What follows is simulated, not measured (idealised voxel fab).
Process module name: voxel self aligned vias
It is cross-section cut that appears here, measuring 180 nm in width, its square cells being 5 nm in size.
Square cells in a grid make up a cross-section in this document, and the grid is given as bands, listed from the top down, each one or more rows of cells.
First you get the band's top height and its bottom height, in nm, and then the materials it's made of, left to right, with each width in nm. If you see a single material with "all across", that one covers the band edge to edge. "empty" is empty space.
It should be noted that heights are counted from 0, beneath which the wafer as supplied is of one material throughout, and that the lowest band possesses no lower boundary but continues downward, as written in "0 nm and below".
A width such as "30..40" changes by the same amount from each row of cells to the next, from the band's top row to its bottom row.
Given "changes: none" for a step, no cell of the cross-section differs between before and after that step.
Heads up: "Enclosed voids" only lists the empty pockets with no open path to the top that are 8 cells or more, and it writes them as width x height at distance, distance from the left edge, in nm.
Read whatever lies past the settings on a step's line as the simulator's own remark about the step.
overlay nm: on a step with a mask, how far right of its planned place the mask lay; negative means left.
These are the steps we planned for the process:
1. RECEIVE with material Si
2. CONFORMAL_DEP with material SiO2, thk nm 10
3. CONFORMAL_DEP with material SiCN, thk nm 5
4. DIRECTIONAL_DEP with material SiO2, thk nm 20
5. MASKED_ETCH with tone open, mask id LINES, width nm 25, pitch nm 70, etch materials SiO2, depth nm 20, overlay nm 0
6. CONFORMAL_DEP with material TiN, thk nm 5
7. FILL_DEP with material W, thk nm 10
8. CMP with height nm 35
9. SELECTIVE_ETCH with etch materials W Ru TiN, depth nm 5
10. FILL_DEP with material SiN, thk nm 10
11. CMP with height nm 35
12. DIRECTIONAL_DEP with material SiO2, thk nm 20
13. PATTERN with tone open, mask id VIAS, material resist, width nm 45, pitch nm 70, thk nm 15, overlay nm 0
14. DIRECTIONAL_ETCH with etch materials SiO2, depth nm 20
15. DIRECTIONAL_ETCH with etch materials SiN, depth nm 5
16. STRIP with etch materials resist
17. CONFORMAL_DEP with material TiN, thk nm 5
18. FILL_DEP with material Cu, thk nm 10
19. CMP with height nm 55
20. CONFORMAL_DEP with material SiN, thk nm 5
Account of the first of two wafers, which was processed as intended:
Cross-section of the wafer upon arrival, representing the state reached after step 1:
> 0 nm and below  Si all across
> Enclosed voids: none
The wafer, seen in cross-section, after step 2:
> 10 nm to 0 nm  SiO2 all across
> Whatever lies below 0 is exactly as it was before.
The wafer, seen in cross-section, after step 3:
> 15 nm to 10 nm  SiCN all across
> Whatever lies below 10 is exactly as it was before.
The wafer, seen in cross-section, after step 4:
> 35 nm to 15 nm  SiO2 all across
> Whatever lies below 15 is exactly as it was before.
The wafer, seen in cross-section, after step 5:
> 35 nm to 15 nm  SiO2 40; empty 25; SiO2 45; empty 25; SiO2 45
> Whatever lies below 15 is exactly as it was before.
The wafer, seen in cross-section, after step 6:
> 40 nm to 35 nm  TiN 45; empty 15; TiN 55; empty 15; TiN 50
> 35 nm to 20 nm  SiO2 40; TiN 5; empty 15; TiN 5; SiO2 45; TiN 5; empty 15; TiN 5; SiO2 45
> 20 nm to 15 nm  SiO2 40; TiN 25; SiO2 45; TiN 25; SiO2 45
> Whatever lies below 15 is exactly as it was before.
The wafer, seen in cross-section, after step 7:
> 50 nm to 40 nm  W all across
> 40 nm to 35 nm  TiN 45; W 15; TiN 55; W 15; TiN 50
> 35 nm to 20 nm  SiO2 40; TiN 5; W 15; TiN 5; SiO2 45; TiN 5; W 15; TiN 5; SiO2 45
> Whatever lies below 20 is exactly as it was before.
The wafer, seen in cross-section, after step 8:
> 35 nm to 20 nm  SiO2 40; TiN 5; W 15; TiN 5; SiO2 45; TiN 5; W 15; TiN 5; SiO2 45
> Whatever lies below 20 is exactly as it was before.
The wafer, seen in cross-section, after step 9:
> 35 nm to 30 nm  SiO2 40; empty 25; SiO2 45; empty 25; SiO2 45
> Whatever lies below 30 is exactly as it was before.
The wafer, seen in cross-section, after step 10:
> 45 nm to 35 nm  SiN all across
> 35 nm to 30 nm  SiO2 40; SiN 25; SiO2 45; SiN 25; SiO2 45
> Whatever lies below 30 is exactly as it was before.
The wafer, seen in cross-section, after step 11:
> 35 nm to 30 nm  SiO2 40; SiN 25; SiO2 45; SiN 25; SiO2 45
> Whatever lies below 30 is exactly as it was before.
The wafer, seen in cross-section, after step 12:
> 55 nm to 35 nm  SiO2 all across
> Whatever lies below 35 is exactly as it was before.
The wafer, seen in cross-section, after step 13:
> 70 nm to 55 nm  resist 30; empty 45; resist 25; empty 45; resist 35
> Whatever lies below 55 is exactly as it was before.
The wafer, seen in cross-section, after step 14:
> 70 nm to 55 nm  resist 30; empty 45; resist 25; empty 45; resist 35
> 55 nm to 35 nm  SiO2 30; empty 45; SiO2 25; empty 45; SiO2 35
> Whatever lies below 35 is exactly as it was before.
The wafer, seen in cross-section, after step 15:
> 70 nm to 55 nm  resist 30; empty 45; resist 25; empty 45; resist 35
> 55 nm to 35 nm  SiO2 30; empty 45; SiO2 25; empty 45; SiO2 35
> 35 nm to 30 nm  SiO2 40; empty 25; SiO2 45; empty 25; SiO2 45
> Whatever lies below 30 is exactly as it was before.
The wafer, seen in cross-section, after step 16:
> 55 nm to 35 nm  SiO2 30; empty 45; SiO2 25; empty 45; SiO2 35
> Whatever lies below 35 is exactly as it was before.
The wafer, seen in cross-section, after step 17:
> 60 nm to 55 nm  TiN 35; empty 35; TiN 35; empty 35; TiN 40
> 55 nm to 40 nm  SiO2 30; TiN 5; empty 35; TiN 5; SiO2 25; TiN 5; empty 35; TiN 5; SiO2 35
> 40 nm to 35 nm  SiO2 30; TiN 15; empty 15; TiN 15; SiO2 25; TiN 15; empty 15; TiN 15; SiO2 35
> 35 nm to 30 nm  SiO2 40; TiN 25; SiO2 45; TiN 25; SiO2 45
> Whatever lies below 30 is exactly as it was before.
The wafer, seen in cross-section, after step 18:
> 70 nm to 60 nm  Cu all across
> 60 nm to 55 nm  TiN 35; Cu 35; TiN 35; Cu 35; TiN 40
> 55 nm to 40 nm  SiO2 30; TiN 5; Cu 35; TiN 5; SiO2 25; TiN 5; Cu 35; TiN 5; SiO2 35
> 40 nm to 35 nm  SiO2 30; TiN 15; Cu 15; TiN 15; SiO2 25; TiN 15; Cu 15; TiN 15; SiO2 35
> Whatever lies below 35 is exactly as it was before.
The wafer, seen in cross-section, after step 19:
> 55 nm to 40 nm  SiO2 30; TiN 5; Cu 35; TiN 5; SiO2 25; TiN 5; Cu 35; TiN 5; SiO2 35
> Whatever lies below 40 is exactly as it was before.
The wafer, seen in cross-section, after step 20:
> 60 nm to 55 nm  SiN all across
> Whatever lies below 55 is exactly as it was before.
The second wafer began exactly as the first did and followed the same plan, but one mistake was made while running it; through step 19 inclusive, the two wafers are identical:
The second wafer cut through, at the time step 20 was supposed to be finished:
> 70 nm to 55 nm  SiN all across
> Whatever lies below 55 is exactly as it was before.
Diagnosis: for step 20, the planned setting was not used; the step was instead run as CONFORMAL_DEP with material SiN, thk nm 15
It is noted that, at the conclusion of processing, the second wafer exhibits a higher or lower cell count for certain materials relative to the first: SiN: 72 more
